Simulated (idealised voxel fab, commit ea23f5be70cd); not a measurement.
process module | voxel self aligned vias
cross-section cut | 295 nm wide | cells 5 nm
A cross-section is a grid of square cells, given in bands from the top down. A band is one or more rows of cells.
Each band's line starts with the height of the band's top and of its bottom, in nm. Then come its materials from left to right, each with its width in nm. One material with "throughout" fills the band from edge to edge. "air" is empty space.
Height 0 is the level under which the wafer as received is all one material. The lowest band goes on downwards, as in "0 down".
A width such as "30 to 40" changes by the same amount from each row of cells to the next, from the band's top row to its bottom row.
"no change" after a step means that no cell of the cross-section changed.
closed voids: empty space of 8 cells or more with no open way to the top, each as width x height at its distance from the left edge, in nm
after a step's settings: what the simulator itself notes on the step
overlay nm, on a step with a mask: how far to the right of its planned place the mask lay; to the left if negative
Each pair below shows a cross-section before one step and the cross-section after it, down to the lowest band that changed. The line under each pair gives the step between them, with its settings. The pairs can come from different runs of this module on the same starting wafer, so a pair continues from the pair above only where its "before" says so.
before
  0 down: Si throughout
  closed voids: none
after
  10 to 0: SiO2 throughout
  below 0: unchanged
  closed voids: none
the step between: op CONFORMAL_DEP | material SiO2 | thk nm 10
before: the cross-section after the pair above
after
  15 to 10: SiCN throughout
  below 10: unchanged
  closed voids: none
the step between: op CONFORMAL_DEP | material SiCN | thk nm 5
before: the cross-section after the pair above
after
  35 to 15: SiO2 throughout
  below 15: unchanged
  closed voids: none
the step between: op DIRECTIONAL_DEP | material SiO2 | thk nm 20
before: the cross-section after the pair above
after
  35 to 15: SiO2 105 | air 25 | SiO2 30 | air 25 | SiO2 110
  below 15: unchanged
  closed voids: none
the step between: op MASKED_ETCH | tone open | mask id LINES | width nm 25 | pitch nm 55 | etch materials SiO2 | depth nm 20 | overlay nm 0
before: the cross-section after the pair above
after
  40 to 35: TiN 110 | air 15 | TiN 40 | air 15 | TiN 115
  35 to 20: SiO2 105 | TiN 5 | air 15 | TiN 5 | SiO2 30 | TiN 5 | air 15 | TiN 5 | SiO2 110
  20 to 15: SiO2 105 | TiN 25 | SiO2 30 | TiN 25 | SiO2 110
  below 15: unchanged
  closed voids: none
the step between: op CONFORMAL_DEP | material TiN | thk nm 5
before: the cross-section after the pair above
after
  45 to 40: Ru throughout
  40 to 35: TiN 110 | Ru 15 | TiN 40 | Ru 15 | TiN 115
  35 to 20: SiO2 105 | TiN 5 | Ru 15 | TiN 5 | SiO2 30 | TiN 5 | Ru 15 | TiN 5 | SiO2 110
  below 20: unchanged
  closed voids: none
the step between: op FILL_DEP | material Ru | thk nm 5
before: the cross-section after the pair above
after
  35 to 20: SiO2 105 | TiN 5 | Ru 15 | TiN 5 | SiO2 30 | TiN 5 | Ru 15 | TiN 5 | SiO2 110
  below 20: unchanged
  closed voids: none
the step between: op CMP | height nm 35
before: the cross-section after the pair above
after
  35 to 30: SiO2 105 | air 25 | SiO2 30 | air 25 | SiO2 110
  below 30: unchanged
  closed voids: none
the step between: op SELECTIVE_ETCH | etch materials W Ru TiN | depth nm 5
before: the cross-section after the pair above
after
  45 to 35: SiN throughout
  35 to 30: SiO2 105 | SiN 25 | SiO2 30 | SiN 25 | SiO2 110
  below 30: unchanged
  closed voids: none
the step between: op FILL_DEP | material SiN | thk nm 10
before: the cross-section after the pair above
after
  35 to 30: SiO2 105 | SiN 25 | SiO2 30 | SiN 25 | SiO2 110
  below 30: unchanged
  closed voids: none
the step between: op CMP | height nm 35
before: the cross-section after the pair above
after
  50 to 35: SiO2 throughout
  below 35: unchanged
  closed voids: none
the step between: op DIRECTIONAL_DEP | material SiO2 | thk nm 15
before: the cross-section after the pair above
after
  65 to 50: aC throughout
  below 50: unchanged
  closed voids: none
the step between: op DIRECTIONAL_DEP | material aC | thk nm 15
before: the cross-section after the pair above
after
  100 to 65: resist 100 | air 35 | resist 20 | air 35 | resist 105
  below 65: unchanged
  closed voids: none
the step between: op PATTERN | tone open | mask id VIAS | material resist | width nm 35 | pitch nm 55 | thk nm 35 | overlay nm 0
before: the cross-section after the pair above
after
  85 to 65: resist 100 | air 35 | resist 20 | air 35 | resist 105
  65 to 50: aC 100 | air 35 | aC 20 | air 35 | aC 105
  below 50: unchanged
  closed voids: none
the step between: op DIRECTIONAL_ETCH | etch materials aC | depth nm 15
before: the cross-section after the pair above
after
  65 to 50: aC 100 | air 35 | aC 20 | air 35 | aC 105
  below 50: unchanged
  closed voids: none
the step between: op STRIP | etch materials resist
before: the cross-section after the pair above
after
  65 to 50: aC 100 | air 35 | aC 20 | air 35 | aC 105
  50 to 35: SiO2 100 | air 35 | SiO2 20 | air 35 | SiO2 105
  below 35: unchanged
  closed voids: none
the step between: op DIRECTIONAL_ETCH | etch materials SiO2 | depth nm 15
before: the cross-section after the pair above
after
  65 to 50: aC 100 | air 35 | aC 20 | air 35 | aC 105
  50 to 35: SiO2 100 | air 35 | SiO2 20 | air 35 | SiO2 105
  35 to 30: SiO2 105 | air 25 | SiO2 30 | air 25 | SiO2 110
  below 30: unchanged
  closed voids: none
the step between: op DIRECTIONAL_ETCH | etch materials SiN | depth nm 5
before: the cross-section after the pair above
after
  50 to 35: SiO2 100 | air 35 | SiO2 20 | air 35 | SiO2 105
  below 35: unchanged
  closed voids: none
the step between: op STRIP | etch materials aC
before: the cross-section after the pair above
after
  55 to 50: TiN 105 | air 25 | TiN 30 | air 25 | TiN 110
  50 to 40: SiO2 100 | TiN 5 | air 25 | TiN 5 | SiO2 20 | TiN 5 | air 25 | TiN 5 | SiO2 105
  40 to 35: SiO2 100 | TiN 10 | air 15 | TiN 10 | SiO2 20 | TiN 10 | air 15 | TiN 10 | SiO2 105
  35 to 30: SiO2 105 | TiN 25 | SiO2 30 | TiN 25 | SiO2 110
  below 30: unchanged
  closed voids: none
the step between: op CONFORMAL_DEP | material TiN | thk nm 5
before: the cross-section after the pair above
after
  65 to 55: Ru throughout
  55 to 50: TiN 105 | Ru 25 | TiN 30 | Ru 25 | TiN 110
  50 to 40: SiO2 100 | TiN 5 | Ru 25 | TiN 5 | SiO2 20 | TiN 5 | Ru 25 | TiN 5 | SiO2 105
  40 to 35: SiO2 100 | TiN 10 | Ru 15 | TiN 10 | SiO2 20 | TiN 10 | Ru 15 | TiN 10 | SiO2 105
  below 35: unchanged
  closed voids: none
the step between: op FILL_DEP | material Ru | thk nm 10
before: the cross-section after the pair above
after
  50 to 40: SiO2 100 | TiN 5 | Ru 25 | TiN 5 | SiO2 20 | TiN 5 | Ru 25 | TiN 5 | SiO2 105
  below 40: unchanged
  closed voids: none
the step between: op CMP | height nm 50
before: the cross-section after the pair above
after
  55 to 50: SiN throughout
  below 50: unchanged
  closed voids: none
the step between: op CONFORMAL_DEP | material SiN | thk nm 5
before
  10 to 0: SiO2 throughout
  0 down: Si throughout
  closed voids: none
after
  30 to 0: SiO2 throughout
  below 0: unchanged
  closed voids: none
the step between: op DIRECTIONAL_DEP | material SiO2 | thk nm 20
before: the cross-section after the pair above
after
  30 to 10: SiO2 105 | air 25 | SiO2 30 | air 25 | SiO2 110
  below 10: unchanged
  closed voids: none
the step between: op MASKED_ETCH | tone open | mask id LINES | width nm 25 | pitch nm 55 | etch materials SiO2 | depth nm 20 | overlay nm 0
before: the cross-section after the pair above
after
  35 to 30: TiN 110 | air 15 | TiN 40 | air 15 | TiN 115
  30 to 15: SiO2 105 | TiN 5 | air 15 | TiN 5 | SiO2 30 | TiN 5 | air 15 | TiN 5 | SiO2 110
  15 to 10: SiO2 105 | TiN 25 | SiO2 30 | TiN 25 | SiO2 110
  below 10: unchanged
  closed voids: none
the step between: op CONFORMAL_DEP | material TiN | thk nm 5
before: the cross-section after the pair above
after
  40 to 35: Ru throughout
  35 to 30: TiN 110 | Ru 15 | TiN 40 | Ru 15 | TiN 115
  30 to 15: SiO2 105 | TiN 5 | Ru 15 | TiN 5 | SiO2 30 | TiN 5 | Ru 15 | TiN 5 | SiO2 110
  below 15: unchanged
  closed voids: none
the step between: op FILL_DEP | material Ru | thk nm 5
before: the cross-section after the pair above
after
  35 to 30: TiN 110 | Ru 15 | TiN 40 | Ru 15 | TiN 115
  below 30: unchanged
  closed voids: none
the step between: op CMP | height nm 35
before: the cross-section after the pair above
after
  30 to 15: SiO2 105 | TiN 5 | Ru 15 | TiN 5 | SiO2 30 | TiN 5 | Ru 15 | TiN 5 | SiO2 110
  below 15: unchanged
  closed voids: none
the step between: op SELECTIVE_ETCH | etch materials W Ru TiN | depth nm 5
before: the cross-section after the pair above
after
  40 to 30: SiN throughout
  below 30: unchanged
  closed voids: none
the step between: op FILL_DEP | material SiN | thk nm 10
before: the cross-section after the pair above
after
  35 to 30: SiN throughout
  below 30: unchanged
  closed voids: none
the step between: op CMP | height nm 35
before: the cross-section after the pair above
after
  50 to 35: SiO2 throughout
  below 35: unchanged
  closed voids: none
the step between: op DIRECTIONAL_DEP | material SiO2 | thk nm 15
before: the cross-section after the pair above
after
  65 to 50: aC throughout
  below 50: unchanged
  closed voids: none
the step between: op DIRECTIONAL_DEP | material aC | thk nm 15
before: the cross-section after the pair above
after
  100 to 65: resist 100 | air 35 | resist 20 | air 35 | resist 105
  below 65: unchanged
  closed voids: none
the step between: op PATTERN | tone open | mask id VIAS | material resist | width nm 35 | pitch nm 55 | thk nm 35 | overlay nm 0
before: the cross-section after the pair above
after
  85 to 65: resist 100 | air 35 | resist 20 | air 35 | resist 105
  65 to 50: aC 100 | air 35 | aC 20 | air 35 | aC 105
  below 50: unchanged
  closed voids: none
the step between: op DIRECTIONAL_ETCH | etch materials aC | depth nm 15
before: the cross-section after the pair above
after
  65 to 50: aC 100 | air 35 | aC 20 | air 35 | aC 105
  below 50: unchanged
  closed voids: none
the step between: op STRIP | etch materials resist
before: the cross-section after the pair above
after
  65 to 50: aC 100 | air 35 | aC 20 | air 35 | aC 105
  50 to 35: SiO2 100 | air 35 | SiO2 20 | air 35 | SiO2 105
  below 35: unchanged
  closed voids: none
the step between: op DIRECTIONAL_ETCH | etch materials SiO2 | depth nm 15
before: the cross-section after the pair above
after
  65 to 50: aC 100 | air 35 | aC 20 | air 35 | aC 105
  50 to 35: SiO2 100 | air 35 | SiO2 20 | air 35 | SiO2 105
  35 to 30: SiN 100 | air 35 | SiN 20 | air 35 | SiN 105
  below 30: unchanged
  closed voids: none
the step between: op DIRECTIONAL_ETCH | etch materials SiN | depth nm 5
before: the cross-section after the pair above
after
  50 to 35: SiO2 100 | air 35 | SiO2 20 | air 35 | SiO2 105
  below 35: unchanged
  closed voids: none
the step between: op STRIP | etch materials aC
before: the cross-section after the pair above
after
  55 to 50: TiN 105 | air 25 | TiN 30 | air 25 | TiN 110
  50 to 35: SiO2 100 | TiN 5 | air 25 | TiN 5 | SiO2 20 | TiN 5 | air 25 | TiN 5 | SiO2 105
  35 to 30: SiN 100 | TiN 35 | SiN 20 | TiN 35 | SiN 105
  below 30: unchanged
  closed voids: none
the step between: op CONFORMAL_DEP | material TiN | thk nm 5
before: the cross-section after the pair above
after
  65 to 55: Ru throughout
  55 to 50: TiN 105 | Ru 25 | TiN 30 | Ru 25 | TiN 110
  50 to 35: SiO2 100 | TiN 5 | Ru 25 | TiN 5 | SiO2 20 | TiN 5 | Ru 25 | TiN 5 | SiO2 105
  below 35: unchanged
  closed voids: none
the step between: op FILL_DEP | material Ru | thk nm 10
before: the cross-section after the pair above
after
  50 to 35: SiO2 100 | TiN 5 | Ru 25 | TiN 5 | SiO2 20 | TiN 5 | Ru 25 | TiN 5 | SiO2 105
  below 35: unchanged
  closed voids: none
the step between: op CMP | height nm 50
before: the cross-section after the pair above
after
  55 to 50: SiN throughout
  below 50: unchanged
  closed voids: none
the step between: op CONFORMAL_DEP | material SiN | thk nm 5
before
  65 to 50: aC 100 | air 35 | aC 20 | air 35 | aC 105
  50 to 35: SiO2 100 | air 35 | SiO2 20 | air 35 | SiO2 105
  35 to 30: SiO2 105 | SiN 25 | SiO2 30 | SiN 25 | SiO2 110
  30 to 20: SiO2 105 | TiN 5 | Ru 15 | TiN 5 | SiO2 30 | TiN 5 | Ru 15 | TiN 5 | SiO2 110
  20 to 15: SiO2 105 | TiN 25 | SiO2 30 | TiN 25 | SiO2 110
  15 to 10: SiCN throughout
  10 to 0: SiO2 throughout
  0 down: Si throughout
  closed voids: none
after
  65 to 50: aC 100 | air 35 | aC 20 | air 35 | aC 105
  50 to 35: SiO2 100 | air 35 | SiO2 20 | air 35 | SiO2 105
  35 to 30: SiO2 100 | air 5 | SiN 25 | air 5 | SiO2 20 | air 5 | SiN 25 | air 5 | SiO2 105
  30 to 20: SiO2 100 | air 5 | TiN 5 | Ru 15 | TiN 5 | air 5 | SiO2 20 | air 5 | TiN 5 | Ru 15 | TiN 5 | air 5 | SiO2 105
  below 20: unchanged
  closed voids: none
the step between: op DIRECTIONAL_ETCH | etch materials SiO2 | depth nm 15
before: the cross-section after the pair above
after
  65 to 50: aC 100 | air 35 | aC 20 | air 35 | aC 105
  50 to 30: SiO2 100 | air 35 | SiO2 20 | air 35 | SiO2 105
  below 30: unchanged
  closed voids: none
the step between: op DIRECTIONAL_ETCH | etch materials SiN | depth nm 5
before: the cross-section after the pair above
after
  50 to 30: SiO2 100 | air 35 | SiO2 20 | air 35 | SiO2 105
  below 30: unchanged
  closed voids: none
the step between: op STRIP | etch materials aC
before: the cross-section after the pair above
after
  55 to 50: TiN 105 | air 25 | TiN 30 | air 25 | TiN 110
  50 to 35: SiO2 100 | TiN 5 | air 25 | TiN 5 | SiO2 20 | TiN 5 | air 25 | TiN 5 | SiO2 105
  35 to 30: SiO2 100 | TiN 35 | SiO2 20 | TiN 35 | SiO2 105
  30 to 20: SiO2 100 | TiN 10 | Ru 15 | TiN 10 | SiO2 20 | TiN 10 | Ru 15 | TiN 10 | SiO2 105
  below 20: unchanged
  closed voids: none
the step between: op CONFORMAL_DEP | material TiN | thk nm 5
before: the cross-section after the pair above
after
  65 to 55: Ru throughout
  55 to 50: TiN 105 | Ru 25 | TiN 30 | Ru 25 | TiN 110
  50 to 35: SiO2 100 | TiN 5 | Ru 25 | TiN 5 | SiO2 20 | TiN 5 | Ru 25 | TiN 5 | SiO2 105
  below 35: unchanged
  closed voids: none
the step between: op FILL_DEP | material Ru | thk nm 10
before: the cross-section after the pair above
after
  50 to 35: SiO2 100 | TiN 5 | Ru 25 | TiN 5 | SiO2 20 | TiN 5 | Ru 25 | TiN 5 | SiO2 105
  below 35: unchanged
  closed voids: none
the step between: op CMP | height nm 50
before: the cross-section after the pair above
after
  55 to 50: SiN throughout
  below 50: unchanged
  closed voids: none
the step between: op CONFORMAL_DEP | material SiN | thk nm 5
before
  0 down: Si throughout
  closed voids: none
after
  5 to 0: SiCN throughout
  below 0: unchanged
  closed voids: none
the step between: op CONFORMAL_DEP | material SiCN | thk nm 5
before: the cross-section after the pair above
after
  15 to 5: SiO2 throughout
  below 5: unchanged
  closed voids: none
the step between: op CONFORMAL_DEP | material SiO2 | thk nm 10
before: the cross-section after the pair above
after
  35 to 5: SiO2 throughout
  below 5: unchanged
  closed voids: none
the step between: op DIRECTIONAL_DEP | material SiO2 | thk nm 20
before: the cross-section after the pair above
after
  35 to 15: SiO2 105 | air 25 | SiO2 30 | air 25 | SiO2 110
  below 15: unchanged
  closed voids: none
the step between: op MASKED_ETCH | tone open | mask id LINES | width nm 25 | pitch nm 55 | etch materials SiO2 | depth nm 20 | overlay nm 0
before: the cross-section after the pair above
after
  40 to 35: TiN 110 | air 15 | TiN 40 | air 15 | TiN 115
  35 to 20: SiO2 105 | TiN 5 | air 15 | TiN 5 | SiO2 30 | TiN 5 | air 15 | TiN 5 | SiO2 110
  20 to 15: SiO2 105 | TiN 25 | SiO2 30 | TiN 25 | SiO2 110
  below 15: unchanged
  closed voids: none
the step between: op CONFORMAL_DEP | material TiN | thk nm 5
before: the cross-section after the pair above
after
  45 to 40: Ru throughout
  40 to 35: TiN 110 | Ru 15 | TiN 40 | Ru 15 | TiN 115
  35 to 20: SiO2 105 | TiN 5 | Ru 15 | TiN 5 | SiO2 30 | TiN 5 | Ru 15 | TiN 5 | SiO2 110
  below 20: unchanged
  closed voids: none
the step between: op FILL_DEP | material Ru | thk nm 5
before: the cross-section after the pair above
after
  35 to 20: SiO2 105 | TiN 5 | Ru 15 | TiN 5 | SiO2 30 | TiN 5 | Ru 15 | TiN 5 | SiO2 110
  below 20: unchanged
  closed voids: none
the step between: op CMP | height nm 35
before: the cross-section after the pair above
after
  35 to 30: SiO2 105 | air 25 | SiO2 30 | air 25 | SiO2 110
  below 30: unchanged
  closed voids: none
the step between: op SELECTIVE_ETCH | etch materials W Ru TiN | depth nm 5
before: the cross-section after the pair above
after
  45 to 35: SiN throughout
  35 to 30: SiO2 105 | SiN 25 | SiO2 30 | SiN 25 | SiO2 110
  below 30: unchanged
  closed voids: none
the step between: op FILL_DEP | material SiN | thk nm 10
before: the cross-section after the pair above
after
  35 to 30: SiO2 105 | SiN 25 | SiO2 30 | SiN 25 | SiO2 110
  below 30: unchanged
  closed voids: none
the step between: op CMP | height nm 35
before: the cross-section after the pair above
after
  50 to 35: SiO2 throughout
  below 35: unchanged
  closed voids: none
the step between: op DIRECTIONAL_DEP | material SiO2 | thk nm 15
before: the cross-section after the pair above
after
  65 to 50: aC throughout
  below 50: unchanged
  closed voids: none
the step between: op DIRECTIONAL_DEP | material aC | thk nm 15
before: the cross-section after the pair above
after
  100 to 65: resist 100 | air 35 | resist 20 | air 35 | resist 105
  below 65: unchanged
  closed voids: none
the step between: op PATTERN | tone open | mask id VIAS | material resist | width nm 35 | pitch nm 55 | thk nm 35 | overlay nm 0
before: the cross-section after the pair above
after
  85 to 65: resist 100 | air 35 | resist 20 | air 35 | resist 105
  65 to 50: aC 100 | air 35 | aC 20 | air 35 | aC 105
  below 50: unchanged
  closed voids: none
the step between: op DIRECTIONAL_ETCH | etch materials aC | depth nm 15
before: the cross-section after the pair above
after
  65 to 50: aC 100 | air 35 | aC 20 | air 35 | aC 105
  below 50: unchanged
  closed voids: none
the step between: op STRIP | etch materials resist
before: the cross-section after the pair above
after
  65 to 50: aC 100 | air 35 | aC 20 | air 35 | aC 105
  50 to 35: SiO2 100 | air 35 | SiO2 20 | air 35 | SiO2 105
  below 35: unchanged
  closed voids: none
the step between: op DIRECTIONAL_ETCH | etch materials SiO2 | depth nm 15
before: the cross-section after the pair above
after
  65 to 50: aC 100 | air 35 | aC 20 | air 35 | aC 105
  50 to 35: SiO2 100 | air 35 | SiO2 20 | air 35 | SiO2 105
  35 to 30: SiO2 105 | air 25 | SiO2 30 | air 25 | SiO2 110
  below 30: unchanged
  closed voids: none
the step between: op DIRECTIONAL_ETCH | etch materials SiN | depth nm 5
before: the cross-section after the pair above
after
  50 to 35: SiO2 100 | air 35 | SiO2 20 | air 35 | SiO2 105
  below 35: unchanged
  closed voids: none
the step between: op STRIP | etch materials aC
before: the cross-section after the pair above
after
  55 to 50: TiN 105 | air 25 | TiN 30 | air 25 | TiN 110
  50 to 40: SiO2 100 | TiN 5 | air 25 | TiN 5 | SiO2 20 | TiN 5 | air 25 | TiN 5 | SiO2 105
  40 to 35: SiO2 100 | TiN 10 | air 15 | TiN 10 | SiO2 20 | TiN 10 | air 15 | TiN 10 | SiO2 105
  35 to 30: SiO2 105 | TiN 25 | SiO2 30 | TiN 25 | SiO2 110
  below 30: unchanged
  closed voids: none
the step between: op CONFORMAL_DEP | material TiN | thk nm 5
before: the cross-section after the pair above
after
  65 to 55: Ru throughout
  55 to 50: TiN 105 | Ru 25 | TiN 30 | Ru 25 | TiN 110
  50 to 40: SiO2 100 | TiN 5 | Ru 25 | TiN 5 | SiO2 20 | TiN 5 | Ru 25 | TiN 5 | SiO2 105
  40 to 35: SiO2 100 | TiN 10 | Ru 15 | TiN 10 | SiO2 20 | TiN 10 | Ru 15 | TiN 10 | SiO2 105
  below 35: unchanged
  closed voids: none
the step between: op FILL_DEP | material Ru | thk nm 10
before: the cross-section after the pair above
after
  50 to 40: SiO2 100 | TiN 5 | Ru 25 | TiN 5 | SiO2 20 | TiN 5 | Ru 25 | TiN 5 | SiO2 105
  below 40: unchanged
  closed voids: none
the step between: op CMP | height nm 50
before: the cross-section after the pair above
after
  55 to 50: SiN throughout
  below 50: unchanged
  closed voids: none
the step between: op CONFORMAL_DEP | material SiN | thk nm 5
before
  15 to 10: SiCN throughout
  10 to 0: SiO2 throughout
  0 down: Si throughout
  closed voids: none
after
  25 to 15: SiO2 throughout
  below 15: unchanged
  closed voids: none
the step between: op DIRECTIONAL_DEP | material SiO2 | thk nm 10
before: the cross-section after the pair above
after
  25 to 15: SiO2 105 | air 25 | SiO2 30 | air 25 | SiO2 110
  below 15: unchanged
  closed voids: none
the step between: op MASKED_ETCH | tone open | mask id LINES | width nm 25 | pitch nm 55 | etch materials SiO2 | depth nm 20 | overlay nm 0
before: the cross-section after the pair above
after
  30 to 25: TiN 110 | air 15 | TiN 40 | air 15 | TiN 115
  25 to 20: SiO2 105 | TiN 5 | air 15 | TiN 5 | SiO2 30 | TiN 5 | air 15 | TiN 5 | SiO2 110
  20 to 15: SiO2 105 | TiN 25 | SiO2 30 | TiN 25 | SiO2 110
  below 15: unchanged
  closed voids: none
the step between: op CONFORMAL_DEP | material TiN | thk nm 5
before: the cross-section after the pair above
after
  35 to 30: Ru throughout
  30 to 25: TiN 110 | Ru 15 | TiN 40 | Ru 15 | TiN 115
  25 to 20: SiO2 105 | TiN 5 | Ru 15 | TiN 5 | SiO2 30 | TiN 5 | Ru 15 | TiN 5 | SiO2 110
  below 20: unchanged
  closed voids: none
the step between: op FILL_DEP | material Ru | thk nm 5
before: the cross-section after the pair above
after
  30 to 25: TiN 110 | Ru 15 | TiN 40 | Ru 15 | TiN 115
  below 25: unchanged
  closed voids: none
the step between: op SELECTIVE_ETCH | etch materials W Ru TiN | depth nm 5
before: the cross-section after the pair above
after
  40 to 30: SiN throughout
  below 30: unchanged
  closed voids: none
the step between: op FILL_DEP | material SiN | thk nm 10
before: the cross-section after the pair above
after
  35 to 30: SiN throughout
  below 30: unchanged
  closed voids: none
the step between: op CMP | height nm 35
before: the cross-section after the pair above
after
  50 to 35: SiO2 throughout
  below 35: unchanged
  closed voids: none
the step between: op DIRECTIONAL_DEP | material SiO2 | thk nm 15
before: the cross-section after the pair above
after
  65 to 50: aC throughout
  below 50: unchanged
  closed voids: none
the step between: op DIRECTIONAL_DEP | material aC | thk nm 15
before: the cross-section after the pair above
after
  100 to 65: resist 100 | air 35 | resist 20 | air 35 | resist 105
  below 65: unchanged
  closed voids: none
the step between: op PATTERN | tone open | mask id VIAS | material resist | width nm 35 | pitch nm 55 | thk nm 35 | overlay nm 0
before: the cross-section after the pair above
after
  85 to 65: resist 100 | air 35 | resist 20 | air 35 | resist 105
  65 to 50: aC 100 | air 35 | aC 20 | air 35 | aC 105
  below 50: unchanged
  closed voids: none
the step between: op DIRECTIONAL_ETCH | etch materials aC | depth nm 15
before: the cross-section after the pair above
after
  65 to 50: aC 100 | air 35 | aC 20 | air 35 | aC 105
  below 50: unchanged
  closed voids: none
the step between: op STRIP | etch materials resist
before: the cross-section after the pair above
after
  65 to 50: aC 100 | air 35 | aC 20 | air 35 | aC 105
  50 to 35: SiO2 100 | air 35 | SiO2 20 | air 35 | SiO2 105
  below 35: unchanged
  closed voids: none
the step between: op DIRECTIONAL_ETCH | etch materials SiO2 | depth nm 15
before: the cross-section after the pair above
after
  65 to 50: aC 100 | air 35 | aC 20 | air 35 | aC 105
  50 to 35: SiO2 100 | air 35 | SiO2 20 | air 35 | SiO2 105
  35 to 30: SiN 100 | air 35 | SiN 20 | air 35 | SiN 105
  below 30: unchanged
  closed voids: none
the step between: op DIRECTIONAL_ETCH | etch materials SiN | depth nm 5
before: the cross-section after the pair above
after
  50 to 35: SiO2 100 | air 35 | SiO2 20 | air 35 | SiO2 105
  below 35: unchanged
  closed voids: none
the step between: op STRIP | etch materials aC
before: the cross-section after the pair above
after
  55 to 50: TiN 105 | air 25 | TiN 30 | air 25 | TiN 110
  50 to 35: SiO2 100 | TiN 5 | air 25 | TiN 5 | SiO2 20 | TiN 5 | air 25 | TiN 5 | SiO2 105
  35 to 30: SiN 100 | TiN 35 | SiN 20 | TiN 35 | SiN 105
  below 30: unchanged
  closed voids: none
the step between: op CONFORMAL_DEP | material TiN | thk nm 5
before: the cross-section after the pair above
after
  65 to 55: Ru throughout
  55 to 50: TiN 105 | Ru 25 | TiN 30 | Ru 25 | TiN 110
  50 to 35: SiO2 100 | TiN 5 | Ru 25 | TiN 5 | SiO2 20 | TiN 5 | Ru 25 | TiN 5 | SiO2 105
  below 35: unchanged
  closed voids: none
the step between: op FILL_DEP | material Ru | thk nm 10
before: the cross-section after the pair above
after
  50 to 35: SiO2 100 | TiN 5 | Ru 25 | TiN 5 | SiO2 20 | TiN 5 | Ru 25 | TiN 5 | SiO2 105
  below 35: unchanged
  closed voids: none
the step between: op CMP | height nm 50
before: the cross-section after the pair above
after
  55 to 50: SiN throughout
  below 50: unchanged
  closed voids: none
the step between: op CONFORMAL_DEP | material SiN | thk nm 5
before
  65 to 50: aC throughout
  50 to 35: SiO2 throughout
  35 to 30: SiO2 105 | SiN 25 | SiO2 30 | SiN 25 | SiO2 110
  30 to 20: SiO2 105 | TiN 5 | Ru 15 | TiN 5 | SiO2 30 | TiN 5 | Ru 15 | TiN 5 | SiO2 110
  20 to 15: SiO2 105 | TiN 25 | SiO2 30 | TiN 25 | SiO2 110
  15 to 10: SiCN throughout
  10 to 0: SiO2 throughout
  0 down: Si throughout
  closed voids: none
after
  100 to 65: resist 105 | air 25 | resist 30 | air 25 | resist 110
  below 65: unchanged
  closed voids: none
the step between: op PATTERN | tone open | mask id VIAS | material resist | width nm 25 | pitch nm 55 | thk nm 35 | overlay nm 0
before: the cross-section after the pair above
after
  85 to 65: resist 105 | air 25 | resist 30 | air 25 | resist 110
  65 to 50: aC 105 | air 25 | aC 30 | air 25 | aC 110
  below 50: unchanged
  closed voids: none
the step between: op DIRECTIONAL_ETCH | etch materials aC | depth nm 15
before: the cross-section after the pair above
after
  65 to 50: aC 105 | air 25 | aC 30 | air 25 | aC 110
  below 50: unchanged
  closed voids: none
the step between: op STRIP | etch materials resist
before: the cross-section after the pair above
after
  65 to 50: aC 105 | air 25 | aC 30 | air 25 | aC 110
  50 to 35: SiO2 105 | air 25 | SiO2 30 | air 25 | SiO2 110
  below 35: unchanged
  closed voids: none
the step between: op DIRECTIONAL_ETCH | etch materials SiO2 | depth nm 15
before: the cross-section after the pair above
after
  65 to 50: aC 105 | air 25 | aC 30 | air 25 | aC 110
  50 to 30: SiO2 105 | air 25 | SiO2 30 | air 25 | SiO2 110
  below 30: unchanged
  closed voids: none
the step between: op DIRECTIONAL_ETCH | etch materials SiN | depth nm 5
before: the cross-section after the pair above
after
  50 to 30: SiO2 105 | air 25 | SiO2 30 | air 25 | SiO2 110
  below 30: unchanged
  closed voids: none
the step between: op STRIP | etch materials aC
before: the cross-section after the pair above
after
  55 to 50: TiN 110 | air 15 | TiN 40 | air 15 | TiN 115
  50 to 35: SiO2 105 | TiN 5 | air 15 | TiN 5 | SiO2 30 | TiN 5 | air 15 | TiN 5 | SiO2 110
  35 to 30: SiO2 105 | TiN 25 | SiO2 30 | TiN 25 | SiO2 110
  below 30: unchanged
  closed voids: none
the step between: op CONFORMAL_DEP | material TiN | thk nm 5
before: the cross-section after the pair above
after
  65 to 55: Ru throughout
  55 to 50: TiN 110 | Ru 15 | TiN 40 | Ru 15 | TiN 115
  50 to 35: SiO2 105 | TiN 5 | Ru 15 | TiN 5 | SiO2 30 | TiN 5 | Ru 15 | TiN 5 | SiO2 110
  below 35: unchanged
  closed voids: none
the step between: op FILL_DEP | material Ru | thk nm 10
before: the cross-section after the pair above
after
  50 to 35: SiO2 105 | TiN 5 | Ru 15 | TiN 5 | SiO2 30 | TiN 5 | Ru 15 | TiN 5 | SiO2 110
  below 35: unchanged
  closed voids: none
the step between: op CMP | height nm 50
before: the cross-section after the pair above
after
  55 to 50: SiN throughout
  below 50: unchanged
  closed voids: none
the step between: op CONFORMAL_DEP | material SiN | thk nm 5
before
  35 to 15: SiO2 throughout
  15 to 10: SiCN throughout
  10 to 0: SiO2 throughout
  0 down: Si throughout
  closed voids: none
after
  35 to 15: SiO2 95 | air 25 | SiO2 30 | air 25 | SiO2 120
  below 15: unchanged
  closed voids: none
the step between: op MASKED_ETCH | tone open | mask id LINES | width nm 25 | pitch nm 55 | etch materials SiO2 | depth nm 20 | overlay nm -10
before: the cross-section after the pair above
after
  40 to 35: TiN 100 | air 15 | TiN 40 | air 15 | TiN 125
  35 to 20: SiO2 95 | TiN 5 | air 15 | TiN 5 | SiO2 30 | TiN 5 | air 15 | TiN 5 | SiO2 120
  20 to 15: SiO2 95 | TiN 25 | SiO2 30 | TiN 25 | SiO2 120
  below 15: unchanged
  closed voids: none
the step between: op CONFORMAL_DEP | material TiN | thk nm 5
before: the cross-section after the pair above
after
  45 to 40: Ru throughout
  40 to 35: TiN 100 | Ru 15 | TiN 40 | Ru 15 | TiN 125
  35 to 20: SiO2 95 | TiN 5 | Ru 15 | TiN 5 | SiO2 30 | TiN 5 | Ru 15 | TiN 5 | SiO2 120
  below 20: unchanged
  closed voids: none
the step between: op FILL_DEP | material Ru | thk nm 5
before: the cross-section after the pair above
after
  35 to 20: SiO2 95 | TiN 5 | Ru 15 | TiN 5 | SiO2 30 | TiN 5 | Ru 15 | TiN 5 | SiO2 120
  below 20: unchanged
  closed voids: none
the step between: op CMP | height nm 35
before: the cross-section after the pair above
after
  35 to 30: SiO2 95 | air 25 | SiO2 30 | air 25 | SiO2 120
  below 30: unchanged
  closed voids: none
the step between: op SELECTIVE_ETCH | etch materials W Ru TiN | depth nm 5
before: the cross-section after the pair above
after
  45 to 35: SiN throughout
  35 to 30: SiO2 95 | SiN 25 | SiO2 30 | SiN 25 | SiO2 120
  below 30: unchanged
  closed voids: none
the step between: op FILL_DEP | material SiN | thk nm 10
before: the cross-section after the pair above
after
  35 to 30: SiO2 95 | SiN 25 | SiO2 30 | SiN 25 | SiO2 120
  below 30: unchanged
  closed voids: none
the step between: op CMP | height nm 35
before: the cross-section after the pair above
after
  50 to 35: SiO2 throughout
  below 35: unchanged
  closed voids: none
the step between: op DIRECTIONAL_DEP | material SiO2 | thk nm 15
